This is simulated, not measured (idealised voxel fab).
process module | voxel self aligned vias
cross-section cut | 165 nm wide | cells 5 nm
A cross-section is a grid of square cells, given in bands from the top down. A band is one or more rows of cells.
Each band's line starts with the height of the band's top and of its bottom, in nm. Then come its materials from left to right, each with its width in nm. One material with "throughout" fills the band from edge to edge. "air" is empty space.
Height 0 is the level under which the wafer as received is all one material. The lowest band goes on downwards, as in "0 down".
A width such as "30 to 40" changes by the same amount from each row of cells to the next, from the band's top row to its bottom row.
"no change" after a step means that no cell of the cross-section changed.
closed voids: empty space of 8 cells or more with no open way to the top, each as width x height at its distance from the left edge, in nm
after a step's settings: what the simulator itself notes on the step
overlay nm, on a step with a mask: how far to the right of its planned place the mask lay; to the left if negative
plan
1 op RECEIVE | material Si
2 op CONFORMAL_DEP | material SiO2 | thk nm 15
3 op CONFORMAL_DEP | material SiCN | thk nm 5
4 op DIRECTIONAL_DEP | material lowk | thk nm 30
5 op PATTERN | tone open | mask id LINES | material resist | width nm 30 | pitch nm 80 | thk nm 20 | overlay nm 0
6 op DIRECTIONAL_ETCH | etch materials lowk | depth nm 30
7 op STRIP | etch materials resist
8 op CONFORMAL_DEP | material TiN | thk nm 5
9 op FILL_DEP | material W | thk nm 10
10 op CMP | height nm 50
11 op SELECTIVE_ETCH | etch materials W Ru TiN | depth nm 10
12 op FILL_DEP | material SiN | thk nm 5
13 op CMP | height nm 50
14 op DIRECTIONAL_DEP | material lowk | thk nm 20
15 op DIRECTIONAL_DEP | material aC | thk nm 10
16 op PATTERN | tone open | mask id VIAS | material resist | width nm 50 | pitch nm 80 | thk nm 30 | overlay nm 0
17 op DIRECTIONAL_ETCH | etch materials aC | depth nm 10
18 op STRIP | etch materials resist
19 op DIRECTIONAL_ETCH | etch materials lowk | depth nm 20
20 op DIRECTIONAL_ETCH | etch materials SiN | depth nm 10
21 op STRIP | etch materials aC
22 op CONFORMAL_DEP | material TiN | thk nm 5
23 op FILL_DEP | material W | thk nm 10
24 op CMP | height nm 70
25 op CONFORMAL_DEP | material SiCN | thk nm 5
first wafer, as planned
as received, after step 1
  0 down: Si throughout
  closed voids: none
after step 2
  15 to 0: SiO2 throughout
  below 0: unchanged
after step 3
  20 to 15: SiCN throughout
  below 15: unchanged
after step 4
  50 to 20: lowk throughout
  below 20: unchanged
after step 5
  70 to 50: resist 25 | air 30 | resist 50 | air 30 | resist 30
  below 50: unchanged
after step 6
  70 to 50: resist 25 | air 30 | resist 50 | air 30 | resist 30
  50 to 20: lowk 25 | air 30 | lowk 50 | air 30 | lowk 30
  below 20: unchanged
after step 7
  50 to 20: lowk 25 | air 30 | lowk 50 | air 30 | lowk 30
  below 20: unchanged
after step 8
  55 to 50: TiN 30 | air 20 | TiN 60 | air 20 | TiN 35
  50 to 25: lowk 25 | TiN 5 | air 20 | TiN 5 | lowk 50 | TiN 5 | air 20 | TiN 5 | lowk 30
  25 to 20: lowk 25 | TiN 30 | lowk 50 | TiN 30 | lowk 30
  below 20: unchanged
after step 9
  65 to 55: W throughout
  55 to 50: TiN 30 | W 20 | TiN 60 | W 20 | TiN 35
  50 to 25: lowk 25 | TiN 5 | W 20 | TiN 5 | lowk 50 | TiN 5 | W 20 | TiN 5 | lowk 30
  below 25: unchanged
after step 10
  50 to 25: lowk 25 | TiN 5 | W 20 | TiN 5 | lowk 50 | TiN 5 | W 20 | TiN 5 | lowk 30
  below 25: unchanged
after step 11
  50 to 40: lowk 25 | air 30 | lowk 50 | air 30 | lowk 30
  below 40: unchanged
after step 12
  55 to 50: SiN throughout
  50 to 40: lowk 25 | SiN 30 | lowk 50 | SiN 30 | lowk 30
  below 40: unchanged
after step 13
  50 to 40: lowk 25 | SiN 30 | lowk 50 | SiN 30 | lowk 30
  below 40: unchanged
after step 14
  70 to 50: lowk throughout
  below 50: unchanged
after step 15
  80 to 70: aC throughout
  below 70: unchanged
after step 16
  110 to 80: resist 15 | air 50 | resist 30 | air 50 | resist 20
  below 80: unchanged
after step 17
  100 to 80: resist 15 | air 50 | resist 30 | air 50 | resist 20
  80 to 70: aC 15 | air 50 | aC 30 | air 50 | aC 20
  below 70: unchanged
after step 18
  80 to 70: aC 15 | air 50 | aC 30 | air 50 | aC 20
  below 70: unchanged
after step 19
  80 to 70: aC 15 | air 50 | aC 30 | air 50 | aC 20
  70 to 50: lowk 15 | air 50 | lowk 30 | air 50 | lowk 20
  below 50: unchanged
after step 20
  80 to 70: aC 15 | air 50 | aC 30 | air 50 | aC 20
  70 to 50: lowk 15 | air 50 | lowk 30 | air 50 | lowk 20
  50 to 40: lowk 25 | air 30 | lowk 50 | air 30 | lowk 30
  below 40: unchanged
after step 21
  70 to 50: lowk 15 | air 50 | lowk 30 | air 50 | lowk 20
  below 50: unchanged
after step 22
  75 to 70: TiN 20 | air 40 | TiN 40 | air 40 | TiN 25
  70 to 55: lowk 15 | TiN 5 | air 40 | TiN 5 | lowk 30 | TiN 5 | air 40 | TiN 5 | lowk 20
  55 to 45: lowk 15 to 25 | TiN 15 to 5 | air 20 | TiN 15 to 5 | lowk 30 to 50 | TiN 15 to 5 | air 20 | TiN 15 to 5 | lowk 20 to 30
  45 to 40: lowk 25 | TiN 30 | lowk 50 | TiN 30 | lowk 30
  below 40: unchanged
after step 23
  85 to 75: W throughout
  75 to 70: TiN 20 | W 40 | TiN 40 | W 40 | TiN 25
  70 to 55: lowk 15 | TiN 5 | W 40 | TiN 5 | lowk 30 | TiN 5 | W 40 | TiN 5 | lowk 20
  55 to 45: lowk 15 to 25 | TiN 15 to 5 | W 20 | TiN 15 to 5 | lowk 30 to 50 | TiN 15 to 5 | W 20 | TiN 15 to 5 | lowk 20 to 30
  below 45: unchanged
after step 24
  70 to 55: lowk 15 | TiN 5 | W 40 | TiN 5 | lowk 30 | TiN 5 | W 40 | TiN 5 | lowk 20
  below 55: unchanged
after step 25
  75 to 70: SiCN throughout
  below 70: unchanged
second wafer: like start, like plan, one mistake. Through step 15 it matches the first wafer
when step 16 should have ended
  110 to 80: air 15 | resist 50 | air 30 | resist 50 | air 20
  below 80: unchanged
when step 17 should have ended
  100 to 80: air 15 | resist 50 | air 30 | resist 50 | air 20
  80 to 70: air 15 | aC 50 | air 30 | aC 50 | air 20
  below 70: unchanged
when step 18 should have ended
  80 to 70: air 15 | aC 50 | air 30 | aC 50 | air 20
  below 70: unchanged
when step 19 should have ended
  80 to 70: air 15 | aC 50 | air 30 | aC 50 | air 20
  70 to 50: air 15 | lowk 50 | air 30 | lowk 50 | air 20
  below 50: unchanged
when step 20 should have ended: no change
when step 21 should have ended
  70 to 50: air 15 | lowk 50 | air 30 | lowk 50 | air 20
  below 50: unchanged
when step 22 should have ended
  75 to 70: air 10 | TiN 60 | air 20 | TiN 60 | air 15
  70 to 55: air 10 | TiN 5 | lowk 50 | TiN 5 | air 20 | TiN 5 | lowk 50 | TiN 5 | air 15
  55 to 50: TiN 15 | lowk 50 | TiN 30 | lowk 50 | TiN 20
  below 50: unchanged
when step 23 should have ended
  85 to 75: W throughout
  75 to 70: W 10 | TiN 60 | W 20 | TiN 60 | W 15
  70 to 55: W 10 | TiN 5 | lowk 50 | TiN 5 | W 20 | TiN 5 | lowk 50 | TiN 5 | W 15
  below 55: unchanged
when step 24 should have ended
  70 to 55: W 10 | TiN 5 | lowk 50 | TiN 5 | W 20 | TiN 5 | lowk 50 | TiN 5 | W 15
  below 55: unchanged
when step 25 should have ended
  75 to 70: SiCN throughout
  below 70: unchanged
what went wrong: step 16 ran as: op PATTERN | tone cover | mask id VIAS | material resist | width nm 50 | pitch nm 80 | thk nm 30 | overlay nm 0
at the end the second wafer has, in cells: 24 more of SiN | 15 fewer of TiN | 37 fewer of W | 28 more of lowk
